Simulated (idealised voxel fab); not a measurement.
The process module that follows is named voxel self aligned contacts.
Pictured: cross-section cut, 295 nm wide, on a grid of 5 nm square cells.
Cross-section = grid of square cells, listed top down in bands; band = one or more rows.
Each band's line starts with the height of the band's top and of its bottom, in nm. Then come its materials from left to right, each with its width in nm. One material with "all across" fills the band from edge to edge. "air" is empty space.
Counting heights begins at 0, where everything beneath is, in the wafer as received, one material. The lowest band has no bottom; it goes on downwards, as "0 down" shows.
Graded width ("30 to 40"): value in top row of band = first number; value in bottom row = second number; row-to-row change constant.
A step reported as "nothing was modified" is a step in which no cell of the cross-section changed.
In "Closed void list" the enclosed voids are listed, meaning empty spaces of 8 cells or larger without any opening to the top. The form is width x height at distance, distance from the left edge, units nm.
Note: text after step settings on the step line = simulator remark on that step.
You can add "overlay nm" to a step's line. For a step with a mask, it describes how far the mask lay to the right of its planned position, and a negative number describes a lay to the left.

Set out below are the planned steps of the process:
1 RECEIVE, material Si
2 CONFORMAL_DEP, material SiO2, thk nm 5
3 DIRECTIONAL_DEP, material polySi, thk nm 25
4 DIRECTIONAL_DEP, material SiN, thk nm 20
5 PATTERN, tone cover, mask id GATE, material resist, width nm 30, pitch nm 75, thk nm 15, overlay nm 0
6 DIRECTIONAL_ETCH, etch materials SiN, depth nm 20
7 DIRECTIONAL_ETCH, etch materials polySi, depth nm 25
8 STRIP, etch materials resist
9 CONFORMAL_DEP, material SiN, thk nm 10
10 DIRECTIONAL_ETCH, etch materials SiN, depth nm 10
11 FILL_DEP, material SiO2, thk nm 15
12 CMP, height nm 55
13 MASKED_ETCH, tone open, mask id CONTACT, width nm 55, etch materials SiO2, depth nm 55, overlay nm 0
14 CONFORMAL_DEP, material TiN, thk nm 5
15 FILL_DEP, material Ru, thk nm 5
16 CMP, height nm 55
17 CONFORMAL_DEP, material SiN, thk nm 5

Received-state cross-section, reflecting completion of step 1:
0 down: Si all across
Closed void list: none

What the wafer looks like in cross-section after this module, when it starts as shown above and follows the plan above but one mistake is made in running it:
60 to 55: SiN all across
55 to 50: SiO2=120, then TiN=55, then SiO2=120
50 to 30: SiN=105, then SiO2=10, then SiN=65, then SiO2=10, then SiN=105
30 to 5: polySi=95, then SiN=10, then SiO2=10, then SiN=10, then polySi=45, then SiN=10, then SiO2=10, then SiN=10, then polySi=95
5 to 0: SiO2 all across
0 down: Si all across
Closed void list: none
Processing error: note that step 5 departed from the planned setting and was carried out as PATTERN, tone open, mask id GATE, material resist, width nm 30, pitch nm 75, thk nm 15, overlay nm 0
